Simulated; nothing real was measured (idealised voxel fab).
This is a process module. Its name is voxel gate over fins.
We display cut, a cross-section 210 nm in width whose square cells are each 5 nm.
Cross-section layout: square cells on a grid; listed as bands, top to bottom; a band spans one or more cell rows. Look at the band entry: it leads with the top's height and the bottom's height in nm. Then it lists the materials left to right, with a width in nm for each. The word "everywhere" on a single material says that material fills the band edge to edge. The word "blank" is empty space. Below 0: as-received wafer, all one material; heights counted from there. Lowest band: no bottom, goes on down, written "z 0 and below". The notation "30..40" denotes a width that varies across the rows of cells in the band, beginning at the first number in the top row, finishing at the second number in the bottom row, and changing by an identical amount from each row to the next. A step reported as "nothing different" is a step in which no cell of the cross-section changed. So "Closed void table" is basically the list of trapped voids: any empty space of 8 cells or more that can't reach the top through an opening. They're written width x height at distance, the distance being from the left edge, and it's all nm. If you see something after the settings on a step's line, that's the simulator's own remark about that step. The setting "overlay nm" may be written on the line of a step. When the step uses a mask, the value reports how far to the right of the planned place the mask lay, and a negative value reports that it lay to the left. In what follows, pairs of cross-sections are presented, each taken before and after one process step, with the after cross-section shown only down to the lowest band that was altered; the step, together with its settings, is stated below the pair. The pairs may stem from different runs of this module on the same starting wafer; accordingly, a pair should be taken as continuing from the one above it solely where its entry headed "Before processing" indicates as much.
[Before processing]
* z 0 to -10  50 of blank / 15 of Si / 30 of blank / 15 of Si / 30 of blank / 15 of Si / 55 of blank
* z -10 to -45  50 of SiO2 / 15 of Si / 30 of SiO2 / 15 of Si / 30 of SiO2 / 15 of Si / 55 of SiO2
* z -45 and below  Si everywhere
* Closed void table: none
[Cross-Section After Step]
* z 5 to 0  45 of blank / 25 of HfO2 / 20 of blank / 25 of HfO2 / 20 of blank / 25 of HfO2 / 50 of blank
* z 0 to -5  45 of blank / 5 of HfO2 / 15 of Si / 5 of HfO2 / 20 of blank / 5 of HfO2 / 15 of Si / 5 of HfO2 / 20 of blank / 5 of HfO2 / 15 of Si / 5 of HfO2 / 50 of blank
* z -5 to -10  50 of HfO2 / 15 of Si / 30 of HfO2 / 15 of Si / 30 of HfO2 / 15 of Si / 55 of HfO2
* Below -10 it's all the same as before, nothing changed down there.
* Closed void table: none
Which operation lies between the before and after views above? CONFORMAL_DEP with material HfO2, thk nm 5
Before processing: the after view from the pair directly above serves as the before view here.
[Cross-Section After Step]
* z 10 to 5  40 of blank / 35 of TiN / 10 of blank / 35 of TiN / 10 of blank / 35 of TiN / 45 of blank
* z 5 to 0  40 of blank / 5 of TiN / 25 of HfO2 / 5 of TiN / 10 of blank / 5 of TiN / 25 of HfO2 / 5 of TiN / 10 of blank / 5 of TiN / 25 of HfO2 / 5 of TiN / 45 of blank
* z 0 to -5  45 of TiN / 5 of HfO2 / 15 of Si / 5 of HfO2 / 20 of TiN / 5 of HfO2 / 15 of Si / 5 of HfO2 / 20 of TiN / 5 of HfO2 / 15 of Si / 5 of HfO2 / 50 of TiN
* Below -5 it's all the same as before, nothing changed down there.
* Closed void table: none
Which operation lies between the before and after views above? CONFORMAL_DEP with material TiN, thk nm 5
Before processing: the after view from the pair directly above serves as the before view here.
[Cross-Section After Step]
* z 20 to 10  W everywhere
* z 10 to 5  40 of W / 35 of TiN / 10 of W / 35 of TiN / 10 of W / 35 of TiN / 45 of W
* z 5 to 0  40 of W / 5 of TiN / 25 of HfO2 / 5 of TiN / 10 of W / 5 of TiN / 25 of HfO2 / 5 of TiN / 10 of W / 5 of TiN / 25 of HfO2 / 5 of TiN / 45 of W
* Below 0 it's all the same as before, nothing changed down there.
* Closed void table: none
Which operation lies between the before and after views above? FILL_DEP with material W, thk nm 10
Before processing: the after view from the pair directly above serves as the before view here.
[Cross-Section After Step]
* z 15 to 10  W everywhere
* Below 10 it's all the same as before, nothing changed down there.
* Closed void table: none
Which operation lies between the before and after views above? CMP with height nm 15
Before processing: the after view from the pair directly above serves as the before view here.
[Cross-Section After Step]
* z 25 to 15  SiCN everywhere
* Below 15 it's all the same as before, nothing changed down there.
* Closed void table: none
Which operation lies between the before and after views above? CONFORMAL_DEP with material SiCN, thk nm 10
[Before processing]
* z 10 to 0  SiN everywhere
* z 0 and below  Si everywhere
* Closed void table: none
[Cross-Section After Step]
* z 25 to 10  45 of blank / 15 of resist / 30 of blank / 15 of resist / 30 of blank / 15 of resist / 60 of blank
* Below 10 it's all the same as before, nothing changed down there.
* Closed void table: none
Which operation lies between the before and after views above? PATTERN with tone cover, mask id FINS, material resist, width nm 15, pitch nm 45, thk nm 15, overlay nm -5
Before processing: the after view from the pair directly above serves as the before view here.
[Cross-Section After Step]
* z 25 to 10  45 of blank / 15 of resist / 30 of blank / 15 of resist / 30 of blank / 15 of resist / 60 of blank
* z 10 to 0  45 of blank / 15 of SiN / 30 of blank / 15 of SiN / 30 of blank / 15 of SiN / 60 of blank
* Below 0 it's all the same as before, nothing changed down there.
* Closed void table: none
Which operation lies between the before and after views above? DIRECTIONAL_ETCH with etch materials SiN, depth nm 10
Before processing: the after view from the pair directly above serves as the before view here.
[Cross-Section After Step]
* z 25 to 10  45 of blank / 15 of resist / 30 of blank / 15 of resist / 30 of blank / 15 of resist / 60 of blank
* z 10 to 0  45 of blank / 15 of SiN / 30 of blank / 15 of SiN / 30 of blank / 15 of SiN / 60 of blank
* z 0 to -40  45 of blank / 15 of Si / 30 of blank / 15 of Si / 30 of blank / 15 of Si / 60 of blank
* Below -40 it's all the same as before, nothing changed down there.
* Closed void table: none
Which operation lies between the before and after views above? DIRECTIONAL_ETCH with etch materials Si, depth nm 40
Before processing: the after view from the pair directly above serves as the before view here.
[Cross-Section After Step]
* z 10 to 0  45 of blank / 15 of SiN / 30 of blank / 15 of SiN / 30 of blank / 15 of SiN / 60 of blank
* Below 0 it's all the same as before, nothing changed down there.
* Closed void table: none
Which operation lies between the before and after views above? STRIP with etch materials resist
Before processing: the after view from the pair directly above serves as the before view here.
[Cross-Section After Step]
* z 10 to 0  45 of blank / 15 of SiN / 30 of blank / 15 of SiN / 30 of blank / 15 of SiN / 60 of blank
* z 0 to -40  45 of blank / 5 of SiO2 / 5 of Si / 5 of SiO2 / 30 of blank / 5 of SiO2 / 5 of Si / 5 of SiO2 / 30 of blank / 5 of SiO2 / 5 of Si / 5 of SiO2 / 60 of blank
* z -40 to -45  50 of SiO2 / 5 of Si / 40 of SiO2 / 5 of Si / 40 of SiO2 / 5 of Si / 65 of SiO2
* Below -45 it's all the same as before, nothing changed down there.
* Closed void table: none
Which operation lies between the before and after views above? OXIDIZE with depth nm 5
Before processing: the after view from the pair directly above serves as the before view here.
[Cross-Section After Step]
* z 15 to 10  SiO2 everywhere
* z 10 to 0  45 of SiO2 / 15 of SiN / 30 of SiO2 / 15 of SiN / 30 of SiO2 / 15 of SiN / 60 of SiO2
* z 0 to -45  50 of SiO2 / 5 of Si / 40 of SiO2 / 5 of Si / 40 of SiO2 / 5 of Si / 65 of SiO2
* Below -45 it's all the same as before, nothing changed down there.
* Closed void table: none
Which operation lies between the before and after views above? FILL_DEP with material SiO2, thk nm 5
Before processing: the after view from the pair directly above serves as the before view here.
[Cross-Section After Step]
* z 10 to 0  45 of SiO2 / 15 of SiN / 30 of SiO2 / 15 of SiN / 30 of SiO2 / 15 of SiN / 60 of SiO2
* Below 0 it's all the same as before, nothing changed down there.
* Closed void table: none
Which operation lies between the before and after views above? CMP with height nm 10
Before processing: the after view from the pair directly above serves as the before view here.
[Cross-Section After Step]
* z 10 to 0  45 of blank / 15 of SiN / 30 of blank / 15 of SiN / 30 of blank / 15 of SiN / 60 of blank
* z 0 to -10  50 of blank / 5 of Si / 40 of blank / 5 of Si / 40 of blank / 5 of Si / 65 of blank
* Below -10 it's all the same as before, nothing changed down there.
* Closed void table: none
Which operation lies between the before and after views above? SELECTIVE_ETCH with etch materials SiO2, depth nm 20
Before processing: the after view from the pair directly above serves as the before view here.
[Cross-Section After Step]
* z 0 to -10  50 of blank / 5 of Si / 40 of blank / 5 of Si / 40 of blank / 5 of Si / 65 of blank
* Below -10 it's all the same as before, nothing changed down there.
* Closed void table: none
Which operation lies between the before and after views above? STRIP with etch materials SiN
Before processing: the after view from the pair directly above serves as the before view here.
[Cross-Section After Step]
* z 5 to 0  45 of blank / 15 of HfO2 / 30 of blank / 15 of HfO2 / 30 of blank / 15 of HfO2 / 60 of blank
* z 0 to -5  45 of blank / 5 of HfO2 / 5 of Si / 5 of HfO2 / 30 of blank / 5 of HfO2 / 5 of Si / 5 of HfO2 / 30 of blank / 5 of HfO2 / 5 of Si / 5 of HfO2 / 60 of blank
* z -5 to -10  50 of HfO2 / 5 of Si / 40 of HfO2 / 5 of Si / 40 of HfO2 / 5 of Si / 65 of HfO2
* Below -10 it's all the same as before, nothing changed down there.
* Closed void table: none
Which operation lies between the before and after views above? CONFORMAL_DEP with material HfO2, thk nm 5
Before processing: the after view from the pair directly above serves as the before view here.
[Cross-Section After Step]
* z 10 to 5  40 of blank / 25 of TiN / 20 of blank / 25 of TiN / 20 of blank / 25 of TiN / 55 of blank
* z 5 to 0  40 of blank / 5 of TiN / 15 of HfO2 / 5 of TiN / 20 of blank / 5 of TiN / 15 of HfO2 / 5 of TiN / 20 of blank / 5 of TiN / 15 of HfO2 / 5 of TiN / 55 of blank
* z 0 to -5  45 of TiN / 5 of HfO2 / 5 of Si / 5 of HfO2 / 30 of TiN / 5 of HfO2 / 5 of Si / 5 of HfO2 / 30 of TiN / 5 of HfO2 / 5 of Si / 5 of HfO2 / 60 of TiN
* Below -5 it's all the same as before, nothing changed down there.
* Closed void table: none
Which operation lies between the before and after views above? CONFORMAL_DEP with material TiN, thk nm 5
Before processing: the after view from the pair directly above serves as the before view here.
[Cross-Section After Step]
* z 20 to 10  W everywhere
* z 10 to 5  40 of W / 25 of TiN / 20 of W / 25 of TiN / 20 of W / 25 of TiN / 55 of W
* z 5 to 0  40 of W / 5 of TiN / 15 of HfO2 / 5 of TiN / 20 of W / 5 of TiN / 15 of HfO2 / 5 of TiN / 20 of W / 5 of TiN / 15 of HfO2 / 5 of TiN / 55 of W
* Below 0 it's all the same as before, nothing changed down there.
* Closed void table: none
Which operation lies between the before and after views above? FILL_DEP with material W, thk nm 10
Before processing: the after view from the pair directly above serves as the before view here.
[Cross-Section After Step]
* z 15 to 10  W everywhere
* Below 10 it's all the same as before, nothing changed down there.
* Closed void table: none
Which operation lies between the before and after views above? CMP with height nm 15
Before processing: the after view from the pair directly above serves as the before view here.
[Cross-Section After Step]
* z 25 to 15  SiCN everywhere
* Below 15 it's all the same as before, nothing changed down there.
* Closed void table: none
Which operation lies between the before and after views above? CONFORMAL_DEP with material SiCN, thk nm 10
[Before processing]
* z 10 to 5  45 of blank / 25 of TiN / 20 of blank / 25 of TiN / 20 of blank / 25 of TiN / 50 of blank
* z 5 to 0  45 of blank / 5 of TiN / 15 of HfO2 / 5 of TiN / 20 of blank / 5 of TiN / 15 of HfO2 / 5 of TiN / 20 of blank / 5 of TiN / 15 of HfO2 / 5 of TiN / 50 of blank
* z 0 to -5  50 of TiN / 5 of HfO2 / 5 of Si / 5 of HfO2 / 30 of TiN / 5 of HfO2 / 5 of Si / 5 of HfO2 / 30 of TiN / 5 of HfO2 / 5 of Si / 5 of HfO2 / 55 of TiN
* z -5 to -10  55 of HfO2 / 5 of Si / 40 of HfO2 / 5 of Si / 40 of HfO2 / 5 of Si / 60 of HfO2
* z -10 to -45  55 of SiO2 / 5 of Si / 40 of SiO2 / 5 of Si / 40 of SiO2 / 5 of Si / 60 of SiO2
* z -45 and below  Si everywhere
* Closed void table: none
[Cross-Section After Step]
* z 20 to 10  SiCN everywhere
* z 10 to 5  45 of SiCN / 25 of TiN / 20 of SiCN / 25 of TiN / 20 of SiCN / 25 of TiN / 50 of SiCN
* z 5 to 0  45 of SiCN / 5 of TiN / 15 of HfO2 / 5 of TiN / 20 of SiCN / 5 of TiN / 15 of HfO2 / 5 of TiN / 20 of SiCN / 5 of TiN / 15 of HfO2 / 5 of TiN / 50 of SiCN
* Below 0 it's all the same as before, nothing changed down there.
* Closed void table: none
Which operation lies between the before and after views above? FILL_DEP with material SiCN, thk nm 10
Before processing: the after view from the pair directly above serves as the before view here.
[Cross-Section After Step]
* z 15 to 10  SiCN everywhere
* Below 10 it's all the same as before, nothing changed down there.
* Closed void table: none
Which operation lies between the before and after views above? CMP with height nm 15
Before processing: the after view from the pair directly above serves as the before view here.
[Cross-Section After Step]
* z 25 to 10  SiCN everywhere
* Below 10 it's all the same as before, nothing changed down there.
* Closed void table: none
Which operation lies between the before and after views above? CONFORMAL_DEP with material SiCN, thk nm 10
[Before processing]
* z 10 to 0  SiN everywhere
* z 0 and below  Si everywhere
* Closed void table: none
[Cross-Section After Step]
* z 25 to 10  50 of resist / 15 of blank / 30 of resist / 15 of blank / 30 of resist / 15 of blank / 55 of resist
* Below 10 it's all the same as before, nothing changed down there.
* Closed void table: none
Which operation lies between the before and after views above? PATTERN with tone open, mask id FINS, material resist, width nm 15, pitch nm 45, thk nm 15, overlay nm 0
Before processing: the after view from the pair directly above serves as the before view here.
[Cross-Section After Step]
* z 25 to 10  50 of resist / 15 of blank / 30 of resist / 15 of blank / 30 of resist / 15 of blank / 55 of resist
* z 10 to 0  50 of SiN / 15 of blank / 30 of SiN / 15 of blank / 30 of SiN / 15 of blank / 55 of SiN
* Below 0 it's all the same as before, nothing changed down there.
* Closed void table: none
Which operation lies between the before and after views above? DIRECTIONAL_ETCH with etch materials SiN, depth nm 10
Before processing: the after view from the pair directly above serves as the before view here.
[Cross-Section After Step]
* z 25 to 10  50 of resist / 15 of blank / 30 of resist / 15 of blank / 30 of resist / 15 of blank / 55 of resist
* z 10 to 0  50 of SiN / 15 of blank / 30 of SiN / 15 of blank / 30 of SiN / 15 of blank / 55 of SiN
* z 0 to -40  50 of Si / 15 of blank / 30 of Si / 15 of blank / 30 of Si / 15 of blank / 55 of Si
* Below -40 it's all the same as before, nothing changed down there.
* Closed void table: none
Which operation lies between the before and after views above? DIRECTIONAL_ETCH with etch materials Si, depth nm 40
Before processing: the after view from the pair directly above serves as the before view here.
[Cross-Section After Step]
* z 10 to 0  50 of SiN / 15 of blank / 30 of SiN / 15 of blank / 30 of SiN / 15 of blank / 55 of SiN
* Below 0 it's all the same as before, nothing changed down there.
* Closed void table: none
Which operation lies between the before and after views above? STRIP with etch materials resist
Before processing: the after view from the pair directly above serves as the before view here.
[Cross-Section After Step]
* z 10 to 0  50 of SiN / 15 of blank / 30 of SiN / 15 of blank / 30 of SiN / 15 of blank / 55 of SiN
* z 0 to -40  45 of Si / 5 of SiO2 / 15 of blank / 5 of SiO2 / 20 of Si / 5 of SiO2 / 15 of blank / 5 of SiO2 / 20 of Si / 5 of SiO2 / 15 of blank / 5 of SiO2 / 50 of Si
* z -40 to -45  45 of Si / 25 of SiO2 / 20 of Si / 25 of SiO2 / 20 of Si / 25 of SiO2 / 50 of Si
* Below -45 it's all the same as before, nothing changed down there.
* Closed void table: none
Which operation lies between the before and after views above? OXIDIZE with depth nm 5
Before processing: the after view from the pair directly above serves as the before view here.
[Cross-Section After Step]
* z 15 to 10  SiO2 everywhere
* z 10 to 0  50 of SiN / 15 of SiO2 / 30 of SiN / 15 of SiO2 / 30 of SiN / 15 of SiO2 / 55 of SiN
* z 0 to -45  45 of Si / 25 of SiO2 / 20 of Si / 25 of SiO2 / 20 of Si / 25 of SiO2 / 50 of Si
* Below -45 it's all the same as before, nothing changed down there.
* Closed void table: none
Which operation lies between the before and after views above? FILL_DEP with material SiO2, thk nm 5
Before processing: the after view from the pair directly above serves as the before view here.
[Cross-Section After Step]
* z 10 to 0  50 of SiN / 15 of SiO2 / 30 of SiN / 15 of SiO2 / 30 of SiN / 15 of SiO2 / 55 of SiN
* Below 0 it's all the same as before, nothing changed down there.
* Closed void table: none
Which operation lies between the before and after views above? CMP with height nm 10
Before processing: the after view from the pair directly above serves as the before view here.
[Cross-Section After Step]
* z 10 to 0  50 of SiN / 15 of blank / 30 of SiN / 15 of blank / 30 of SiN / 15 of blank / 55 of SiN
* z 0 to -10  45 of Si / 25 of blank / 20 of Si / 25 of blank / 20 of Si / 25 of blank / 50 of Si
* Below -10 it's all the same as before, nothing changed down there.
* Closed void table: none
Which operation lies between the before and after views above? SELECTIVE_ETCH with etch materials SiO2, depth nm 20
Before processing: the after view from the pair directly above serves as the before view here.
[Cross-Section After Step]
* z 0 to -10  45 of Si / 25 of blank / 20 of Si / 25 of blank / 20 of Si / 25 of blank / 50 of Si
* Below -10 it's all the same as before, nothing changed down there.
* Closed void table: none
Which operation lies between the before and after views above? STRIP with etch materials SiN
Before processing: the after view from the pair directly above serves as the before view here.
[Cross-Section After Step]
* z 5 to 0  50 of HfO2 / 15 of blank / 30 of HfO2 / 15 of blank / 30 of HfO2 / 15 of blank / 55 of HfO2
* z 0 to -5  45 of Si / 5 of HfO2 / 15 of blank / 5 of HfO2 / 20 of Si / 5 of HfO2 / 15 of blank / 5 of HfO2 / 20 of Si / 5 of HfO2 / 15 of blank / 5 of HfO2 / 50 of Si
* z -5 to -10  45 of Si / 25 of HfO2 / 20 of Si / 25 of HfO2 / 20 of Si / 25 of HfO2 / 50 of Si
* Below -10 it's all the same as before, nothing changed down there.
* Closed void table: none
Which operation lies between the before and after views above? CONFORMAL_DEP with material HfO2, thk nm 5
Before processing: the after view from the pair directly above serves as the before view here.
[Cross-Section After Step]
* z 10 to 5  55 of TiN / 5 of blank / 40 of TiN / 5 of blank / 40 of TiN / 5 of blank / 60 of TiN
* z 5 to 0  50 of HfO2 / 5 of TiN / 5 of blank / 5 of TiN / 30 of HfO2 / 5 of TiN / 5 of blank / 5 of TiN / 30 of HfO2 / 5 of TiN / 5 of blank / 5 of TiN / 55 of HfO2
* z 0 to -5  45 of Si / 5 of HfO2 / 15 of TiN / 5 of HfO2 / 20 of Si / 5 of HfO2 / 15 of TiN / 5 of HfO2 / 20 of Si / 5 of HfO2 / 15 of TiN / 5 of HfO2 / 50 of Si
* Below -5 it's all the same as before, nothing changed down there.
* Closed void table: none
Which operation lies between the before and after views above? CONFORMAL_DEP with material TiN, thk nm 5
Before processing: the after view from the pair directly above serves as the before view here.
[Cross-Section After Step]
* z 20 to 10  W everywhere
* z 10 to 5  55 of TiN / 5 of W / 40 of TiN / 5 of W / 40 of TiN / 5 of W / 60 of TiN
* z 5 to 0  50 of HfO2 / 5 of TiN / 5 of W / 5 of TiN / 30 of HfO2 / 5 of TiN / 5 of W / 5 of TiN / 30 of HfO2 / 5 of TiN / 5 of W / 5 of TiN / 55 of HfO2
* Below 0 it's all the same as before, nothing changed down there.
* Closed void table: none
Which operation lies between the before and after views above? FILL_DEP with material W, thk nm 10
Before processing: the after view from the pair directly above serves as the before view here.
[Cross-Section After Step]
* z 15 to 10  W everywhere
* Below 10 it's all the same as before, nothing changed down there.
* Closed void table: none
Which operation lies between the before and after views above? CMP with height nm 15
Before processing: the after view from the pair directly above serves as the before view here.
[Cross-Section After Step]
* z 25 to 15  SiCN everywhere
* Below 15 it's all the same as before, nothing changed down there.
* Closed void table: none
Which operation lies between the before and after views above? CONFORMAL_DEP with material SiCN, thk nm 10
